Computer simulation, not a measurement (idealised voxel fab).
process module | voxel self aligned contacts
cross-section cut | 250 nm wide | cells 5 nm
A cross-section is a grid of square cells, given in bands from the top down. A band is one or more rows of cells.
Each band's line starts with the height of the band's top and of its bottom, in nm. Then come its materials from left to right, each with its width in nm. One material with "throughout" fills the band from edge to edge. "air" is empty space.
Height 0 is the level under which the wafer as received is all one material. The lowest band goes on downwards, as in "0 down".
A width such as "30 to 40" changes by the same amount from each row of cells to the next, from the band's top row to its bottom row.
"no change" after a step means that no cell of the cross-section changed.
closed voids: empty space of 8 cells or more with no open way to the top, each as width x height at its distance from the left edge, in nm
after a step's settings: what the simulator itself notes on the step
overlay nm, on a step with a mask: how far to the right of its planned place the mask lay; to the left if negative
plan
1 op RECEIVE | material Si
2 op CONFORMAL_DEP | material SiO2 | thk nm 5
3 op DIRECTIONAL_DEP | material polySi | thk nm 30
4 op DIRECTIONAL_DEP | material SiN | thk nm 15
5 op PATTERN | tone cover | mask id GATE | material resist | width nm 35 | pitch nm 60 | thk nm 15 | overlay nm 0
6 op DIRECTIONAL_ETCH | etch materials SiN | depth nm 15
7 op DIRECTIONAL_ETCH | etch materials polySi | depth nm 30
8 op STRIP | etch materials resist
9 op CONFORMAL_DEP | material SiN | thk nm 5
10 op DIRECTIONAL_ETCH | etch materials SiN | depth nm 5
11 op FILL_DEP | material SiO2 | thk nm 15
12 op CMP | height nm 60
13 op PATTERN | tone open | mask id CONTACT | material resist | width nm 35 | pitch nm 60 | thk nm 15 | overlay nm 0
14 op DIRECTIONAL_ETCH | etch materials SiO2 | depth nm 60
15 op STRIP | etch materials resist
16 op CONFORMAL_DEP | material TiN | thk nm 5
17 op FILL_DEP | material Ru | thk nm 5
18 op CMP | height nm 60
19 op CONFORMAL_DEP | material SiCN | thk nm 5
as received, after step 1
  0 down: Si throughout
  closed voids: none
a wafer at the end: this start, this plan, one mistake
  65 to 60: SiCN throughout
  60 to 50: SiO2 85 | TiN 5 | Ru 25 to 5 | TiN 5 to 25 | SiO2 25 | TiN 5 | Ru 25 to 5 | TiN 5 to 25 | SiO2 70
  50 to 35: SiO2 40 | SiN 45 | TiN 5 | Ru 5 | TiN 5 | SiN 45 | TiN 5 | Ru 5 | TiN 5 | SiN 45 | SiO2 45
  35 to 5: SiO2 40 | SiN 5 | polySi 35 | SiN 5 | TiN 5 | Ru 5 | TiN 5 | SiN 5 | polySi 35 | SiN 5 | TiN 5 | Ru 5 | TiN 5 | SiN 5 | polySi 35 | SiN 5 | SiO2 45
  5 to 0: SiO2 85 | TiN 15 | SiO2 45 | TiN 15 | SiO2 90
  0 down: Si throughout
  closed voids: none
what went wrong: step 13 ran as: op PATTERN | tone open | mask id CONTACT | material resist | width nm 35 | pitch nm 60 | thk nm 15 | overlay nm 10
